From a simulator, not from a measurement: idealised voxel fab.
You're looking at the process module voxel released beams.
The cross-section on display is named cut; it measures 165 nm wide, and its cells are 5 nm squares.
When this document writes out a cross-section, it uses a grid of square cells and lists it as bands, beginning at the top and moving down, with a band standing for one or more rows of cells.
In this notation a band is specified by the heights of its top and bottom, in that order and in nm, after which its materials appear from left to right, each paired with its width in nm. The word "everywhere" attached to a single material means that material fills the band from edge to edge; the word "empty" stands for empty space.
Height 0 is the level under which the wafer as received is all one material. The lowest band goes on downwards, as in "top 0, no bottom".
Top row gets the first number, bottom row gets the second, and each row in between changes by the same step: that is how a band width like "30 to 40" works.
A step reported as "nothing changed" is a step in which no cell of the cross-section changed.
Empty spaces counting at least 8 cells and having no open way to the top are listed in "Unvented voids". The notation width x height at distance is used for each, the distance being from the left edge and all three values in nm.
Anything after a step's settings on that line? It's the simulator's own note about the step.
If you see "overlay nm" on a step's line and that step has a mask, it's telling you how far right of where it was planned the mask ended up; a negative number means it went left instead.

**Steps in the process plan**
1) RECEIVE with material Si
2) CONFORMAL_DEP with material SiN, thk nm 10
3) DIRECTIONAL_DEP with material SiO2, thk nm 20
4) PATTERN with tone open, mask id ANCHOR, material resist, width nm 30, thk nm 20, overlay nm 0
5) DIRECTIONAL_ETCH with etch materials SiO2, depth nm 20
6) STRIP with etch materials resist
7) CONFORMAL_DEP with material TiN, thk nm 10
8) MASKED_ETCH with tone cover, mask id BEAM, width nm 115, etch materials TiN, depth nm 10, overlay nm 0
9) STRIP with etch materials SiO2

**The first wafer of two, processed as planned**

**Delivered wafer in cross-section: state after step 1**
top 0, no bottom: Si everywhere
Unvented voids: none

**Take a look at the wafer's cross-section after step 2**
top 10, bottom 0: SiN everywhere
Under 0: no change, same as before.

**Take a look at the wafer's cross-section after step 3**
top 30, bottom 10: SiO2 everywhere
Under 10: no change, same as before.

**Take a look at the wafer's cross-section after step 4**
top 50, bottom 30: resist 25 / empty 30 / resist 110
Under 30: no change, same as before.

**Take a look at the wafer's cross-section after step 5**
top 50, bottom 30: resist 25 / empty 30 / resist 110
top 30, bottom 10: SiO2 25 / empty 30 / SiO2 110
Under 10: no change, same as before.

**Take a look at the wafer's cross-section after step 6**
top 30, bottom 10: SiO2 25 / empty 30 / SiO2 110
Under 10: no change, same as before.

**Take a look at the wafer's cross-section after step 7**
top 40, bottom 30: TiN 35 / empty 10 / TiN 120
top 30, bottom 20: SiO2 25 / TiN 10 / empty 10 / TiN 10 / SiO2 110
top 20, bottom 10: SiO2 25 / TiN 30 / SiO2 110
Under 10: no change, same as before.

**Take a look at the wafer's cross-section after step 8**
top 40, bottom 30: empty 20 / TiN 15 / empty 10 / TiN 90 / empty 30
Under 30: no change, same as before.

**Take a look at the wafer's cross-section after step 9**
top 40, bottom 30: empty 20 / TiN 15 / empty 10 / TiN 90 / empty 30
top 30, bottom 20: empty 25 / TiN 10 / empty 10 / TiN 10 / empty 110
top 20, bottom 10: empty 25 / TiN 30 / empty 110
Under 10: no change, same as before.

**Wafer two. Same start, same plan, one slip in execution. Same as wafer one through step 5, inclusive**

**Second wafer: cross-section at the scheduled end of step 6**
top 30, bottom 10: SiO2 25 / empty 30 / SiO2 110
Under 10: no change, same as before.

**Second wafer: cross-section at the scheduled end of step 7**
top 40, bottom 30: TiN 35 / empty 10 / TiN 120
top 30, bottom 20: SiO2 25 / TiN 10 / empty 10 / TiN 10 / SiO2 110
top 20, bottom 10: SiO2 25 / TiN 30 / SiO2 110
Under 10: no change, same as before.

**Second wafer: cross-section at the scheduled end of step 8**
top 40, bottom 30: empty 20 / TiN 15 / empty 10 / TiN 90 / empty 30
Under 30: no change, same as before.

**Second wafer: cross-section at the scheduled end of step 9**
top 40, bottom 30: empty 20 / TiN 15 / empty 10 / TiN 90 / empty 30
top 30, bottom 20: empty 25 / TiN 10 / empty 10 / TiN 10 / empty 110
top 20, bottom 10: empty 25 / TiN 30 / empty 110
Under 10: no change, same as before.
Where did the run depart from the plan? execution of plan step 6 occurred twice
The final cross-section is the same for the two wafers, so this model computes the same thing whether or not the mistake was made.
